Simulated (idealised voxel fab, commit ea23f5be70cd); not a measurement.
process module | voxel self aligned vias
cross-section cut | 285 nm wide | cells 5 nm
A cross-section is a grid of square cells, given in bands from the top down. A band is one or more rows of cells.
Each band's line starts with the height of the band's top and of its bottom, in nm. Then come its materials from left to right, each with its width in nm. One material with "throughout" fills the band from edge to edge. "air" is empty space.
Height 0 is the level under which the wafer as received is all one material. The lowest band goes on downwards, as in "0 down".
A width such as "30 to 40" changes by the same amount from each row of cells to the next, from the band's top row to its bottom row.
"no change" after a step means that no cell of the cross-section changed.
closed voids: empty space of 8 cells or more with no open way to the top, each as width x height at its distance from the left edge, in nm
after a step's settings: what the simulator itself notes on the step
overlay nm, on a step with a mask: how far to the right of its planned place the mask lay; to the left if negative
plan
1 op RECEIVE | material Si
2 op CONFORMAL_DEP | material SiO2 | thk nm 15
3 op CONFORMAL_DEP | material SiCN | thk nm 5
4 op DIRECTIONAL_DEP | material lowk | thk nm 30
5 op DIRECTIONAL_DEP | material aC | thk nm 10
6 op PATTERN | tone open | mask id LINES | material resist | width nm 20 | pitch nm 60 | thk nm 30 | overlay nm -15
7 op DIRECTIONAL_ETCH | etch materials aC | depth nm 10
8 op STRIP | etch materials resist
9 op DIRECTIONAL_ETCH | etch materials lowk | depth nm 30
10 op STRIP | etch materials aC
11 op CONFORMAL_DEP | material TiN | thk nm 5
12 op FILL_DEP | material W | thk nm 10
13 op CMP | height nm 50
14 op SELECTIVE_ETCH | etch materials W Ru TiN | depth nm 10
15 op FILL_DEP | material SiN | thk nm 10
16 op CMP | height nm 50
17 op DIRECTIONAL_DEP | material lowk | thk nm 15
18 op PATTERN | tone open | mask id VIAS | material resist | width nm 40 | thk nm 15 | overlay nm 0
19 op DIRECTIONAL_ETCH | etch materials lowk | depth nm 15
20 op DIRECTIONAL_ETCH | etch materials SiN | depth nm 10
21 op STRIP | etch materials resist
22 op CONFORMAL_DEP | material TiN | thk nm 5
23 op FILL_DEP | material W | thk nm 5
24 op CMP | height nm 65
25 op CONFORMAL_DEP | material SiN | thk nm 5
varied across the wafers: overlay nm of step 6. The plan shows the first wafer's value. All wafers start alike
first wafer as received, after step 1
  0 down: Si throughout
  closed voids: none
first wafer at the end, after step 25
  70 to 65: SiN throughout
  65 to 55: lowk 90 | TiN 5 | W 30 | TiN 5 | lowk 155
  55 to 50: lowk 90 | TiN 5 | W 5 | TiN 30 | lowk 155
  50 to 45: lowk 85 | SiN 5 | TiN 5 | W 5 | TiN 5 | lowk 40 | SiN 20 | lowk 120
  45 to 40: lowk 85 | SiN 5 | TiN 15 | lowk 40 | SiN 20 | lowk 120
  40 to 25: lowk 85 | TiN 5 | W 10 | TiN 5 | lowk 40 | TiN 5 | W 10 | TiN 5 | lowk 120
  25 to 20: lowk 85 | TiN 20 | lowk 40 | TiN 20 | lowk 120
  20 to 15: SiCN throughout
  15 to 0: SiO2 throughout
  0 down: Si throughout
  closed voids: none
last wafer at the end
  70 to 65: SiN throughout
  65 to 55: lowk 90 | TiN 5 | W 30 | TiN 5 | lowk 155
  55 to 50: lowk 90 | TiN 30 | W 5 | TiN 5 | lowk 155
  50 to 45: lowk 115 | TiN 5 | W 5 | TiN 5 | SiN 5 | lowk 40 | SiN 20 | lowk 90
  45 to 40: lowk 115 | TiN 15 | SiN 5 | lowk 40 | SiN 20 | lowk 90
  40 to 25: lowk 115 | TiN 5 | W 10 | TiN 5 | lowk 40 | TiN 5 | W 10 | TiN 5 | lowk 90
  25 to 20: lowk 115 | TiN 20 | lowk 40 | TiN 20 | lowk 90
  20 to 15: SiCN throughout
  15 to 0: SiO2 throughout
  0 down: Si throughout
  closed voids: none
each wafer at the end: cells of each material gained (+) or lost (-) since it was received, then its closed voids
overlay nm -15 | +57 SiCN | +67 SiN | +171 SiO2 | +36 TiN | +26 W | +441 lowk | closed voids: none
overlay nm -10 | +57 SiCN | +65 SiN | +171 SiO2 | +36 TiN | +28 W | +441 lowk | closed voids: none
overlay nm -5 | +57 SiCN | +65 SiN | +171 SiO2 | +36 TiN | +28 W | +441 lowk | closed voids: none
overlay nm 0 | +57 SiCN | +65 SiN | +171 SiO2 | +36 TiN | +28 W | +441 lowk | closed voids: none
overlay nm 5 | +57 SiCN | +65 SiN | +171 SiO2 | +36 TiN | +28 W | +441 lowk | closed voids: none
overlay nm 10 | +57 SiCN | +65 SiN | +171 SiO2 | +36 TiN | +28 W | +441 lowk | closed voids: none
overlay nm 15 | +57 SiCN | +67 SiN | +171 SiO2 | +36 TiN | +26 W | +441 lowk | closed voids: none
